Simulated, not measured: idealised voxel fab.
process module | voxel ribs on slabs
cross-section cut | 270 nm wide | cells 5 nm
A cross-section is a grid of square cells, given in bands from the top down. A band is one or more rows of cells.
Each band's line starts with the height of the band's top and of its bottom, in nm. Then come its materials from left to right, each with its width in nm. One material with "throughout" fills the band from edge to edge. "air" is empty space.
Height 0 is the level under which the wafer as received is all one material. The lowest band goes on downwards, as in "0 down".
A width such as "30 to 40" changes by the same amount from each row of cells to the next, from the band's top row to its bottom row.
"no change" after a step means that no cell of the cross-section changed.
closed voids: empty space of 8 cells or more with no open way to the top, each as width x height at its distance from the left edge, in nm
after a step's settings: what the simulator itself notes on the step
overlay nm, on a step with a mask: how far to the right of its planned place the mask lay; to the left if negative
plan
1 op RECEIVE | material Si
2 op DIRECTIONAL_DEP | material SiO2 | thk nm 30
3 op DIRECTIONAL_DEP | material SiN | thk nm 20
4 op PATTERN | tone cover | mask id RIB | material resist | width nm 25 | thk nm 20 | overlay nm 0
5 op DIRECTIONAL_ETCH | etch materials SiN | depth nm 15
6 op STRIP | etch materials resist
7 op PATTERN | tone cover | mask id SLAB | material resist | width nm 55 | thk nm 20 | overlay nm 0
8 op DIRECTIONAL_ETCH | etch materials SiN | depth nm 5
9 op STRIP | etch materials resist
10 op FILL_DEP | material SiO2 | thk nm 15
11 op CMP | height nm 60
12 op DIRECTIONAL_DEP | material W | thk nm 10
13 op MASKED_ETCH | tone cover | mask id HEATER | width nm 35 | etch materials W | depth nm 10 | overlay nm 0
14 op CONFORMAL_DEP | material SiN | thk nm 5
as received, after step 1
  0 down: Si throughout
  closed voids: none
a wafer at the end: this start, this plan, one mistake
  75 to 70: air 115 | SiN 35 | air 120
  70 to 65: air 115 | SiN 5 | W 25 | SiN 5 | air 120
  65 to 60: SiN 120 | W 25 | SiN 125
  60 to 50: SiO2 throughout
  50 to 35: SiO2 120 | SiN 25 | SiO2 125
  35 to 30: SiO2 105 | SiN 55 | SiO2 110
  30 to 0: SiO2 throughout
  0 down: Si throughout
  closed voids: none
what went wrong: step 13 ran as: op MASKED_ETCH | tone cover | mask id HEATER | width nm 25 | etch materials W | depth nm 10 | overlay nm 0
